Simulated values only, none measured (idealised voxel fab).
Title: Process Module voxel trench capacitor
cross-section cut | 240 nm wide | cells 5 nm
Reading order for cross-sections: top band down to bottom band. Underlying form: a grid of square cells. Band size: one or more rows of cells. In this notation a band is specified by the heights of its top and bottom, in that order and in nm, after which its materials appear from left to right, each paired with its width in nm. The word "everywhere" attached to a single material means that material fills the band from edge to edge; the word "air" stands for empty space. The level at which height equals 0 is the one under which the wafer, as it arrives, is entirely one material. No lower edge exists for the bottom band, which continues downward and is notated as in "0..down". A width such as "30->40" changes by the same amount from each row of cells to the next, from the band's top row to its bottom row. Where a step carries "everything unchanged", the cross-section came out of it unchanged, cell for cell. In the "Unvented internal voids" entry, you get each enclosed empty space of 8 cells or more, one with no open way to the top, written width x height at distance, distance from the left edge, in nm. What comes after the settings on a step's line is commentary from the simulator itself on that step. You can add "overlay nm" to a step's line. For a step with a mask, it describes how far the mask lay to the right of its planned position, and a negative number describes a lay to the left.

Intended process steps:
- 1: RECEIVE [material Si]
- 2: CONFORMAL_DEP [material SiN] [thk nm 10]
- 3: MASKED_ETCH [tone open] [mask id TRENCH] [width nm 15] [pitch nm 40] [etch materials SiN] [depth nm 10] [overlay nm 0]
- 4: MASKED_ETCH [tone open] [mask id TRENCH] [width nm 25] [pitch nm 40] [etch materials Si] [depth nm 25] [overlay nm 0]
- 5: CONFORMAL_DEP [material Al2O3] [thk nm 5]
- 6: CONFORMAL_DEP [material TiN] [thk nm 5]
- 7: FILL_DEP [material W] [thk nm 10]
- 8: CMP [height nm 10]
The wafers are alike at the start. At step 3, their width nm differs. The plan lists the first wafer's value.

Cross-section of the first of several received wafers, showing its state after step 1:
    0..down | Si everywhere
    Unvented internal voids: none

Table: wafers, a row each; end-of-module cell change per material since receipt, gain (+), loss (-); then closed voids:
width nm 15; +60 Al2O3; -60 Si; +72 SiN; +24 TiN; Unvented internal voids: none
width nm 20; +64 Al2O3; -80 Si; +64 SiN; +48 TiN; Unvented internal voids: none
width nm 25; +68 Al2O3; -100 Si; +56 SiN; +52 TiN; +20 W; Unvented internal voids: none
